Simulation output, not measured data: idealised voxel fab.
Process module heading - voxel self aligned contacts
Square cell edge 5 nm, section width 300 nm, ID cut.
In this document a cross-section is written as a grid of square cells. It is given as a series of bands, listed from the top down, and a band is one or more rows of cells. Basically the band line says how high the top is and how high the bottom is, in nm, and then what's in it from left to right, every material with its width in nm. Empty space shows up as "blank", and if a single material carries "all across" it runs the full band edge to edge. Note: height 0 marks the level under which the wafer is uniformly one material as received. Lowest band unbounded below, written "0 and below". A two-number width, for instance "30 to 40", indicates that the width is equal to the first number in the top row of the band and to the second number in the bottom row, and that it changes by a constant amount per row of cells. Basically "no change occurred" means that step didn't change any cell in the cross-section. "Enclosed internal voids" means: voids of 8 cells or more that are shut off from the top with no open way through. Written width x height at distance, distance from the left edge, in nm. Post-settings text on a step line: simulator's own remark regarding the step. Among the settings permitted on a step's line is "overlay nm"; applied to a step with a mask, it specifies the extent to which the mask lay to the right of its planned position, whereas a negative figure signifies a position to the left.

### Listed below are the process steps as planned
1: RECEIVE | material Si
2: CONFORMAL_DEP | material SiO2 | thk nm 5
3: DIRECTIONAL_DEP | material polySi | thk nm 20
4: DIRECTIONAL_DEP | material SiN | thk nm 25
5: MASKED_ETCH | tone cover | mask id GATE | width nm 30 | pitch nm 75 | etch materials SiN | depth nm 25 | overlay nm 0
6: MASKED_ETCH | tone cover | mask id GATE | width nm 30 | pitch nm 75 | etch materials polySi | depth nm 20 | overlay nm 0
7: CONFORMAL_DEP | material SiN | thk nm 10
8: DIRECTIONAL_ETCH | etch materials SiN | depth nm 10
9: FILL_DEP | material SiO2 | thk nm 15
10: CMP | height nm 60
11: DIRECTIONAL_DEP | material aC | thk nm 15
12: PATTERN | tone open | mask id CONTACT | material resist | width nm 55 | thk nm 30 | overlay nm 0
13: DIRECTIONAL_ETCH | etch materials aC | depth nm 15
14: STRIP | etch materials resist
15: DIRECTIONAL_ETCH | etch materials SiO2 | depth nm 60
16: STRIP | etch materials aC
17: CONFORMAL_DEP | material TiN | thk nm 5
18: FILL_DEP | material W | thk nm 10
19: CMP | height nm 60
20: CONFORMAL_DEP | material SiN | thk nm 5

### Incoming wafer in cross-section (state: after step 1)
> 0 and below: Si all across
> Enclosed internal voids: none

### Here's the wafer cut in cross-section after the module, started and planned just like above, except one thing was done wrong in the run
> 65 down to 60: SiN all across
> 60 down to 55: SiO2 (120) / TiN (20) / W (15) / TiN (20) / SiO2 (125)
> 55 down to 30: SiO2 (85) / SiN (50) / TiN (5) / W (15) / TiN (5) / SiN (50) / SiO2 (90)
> 30 down to 15: SiO2 (85) / SiN (10) / polySi (30) / SiN (10) / TiN (5) / W (15) / TiN (5) / SiN (10) / polySi (30) / SiN (10) / SiO2 (90)
> 15 down to 10: SiO2 (85) / SiN (10) / polySi (30) / SiN (10) / TiN (25) / SiN (10) / polySi (30) / SiN (10) / SiO2 (90)
> 10 down to 5: polySi all across
> 5 down to 0: SiO2 all across
> 0 and below: Si all across
> Enclosed internal voids: none
Misprocessing identified: step 3 deviated from plan and actually ran as DIRECTIONAL_DEP | material polySi | thk nm 25
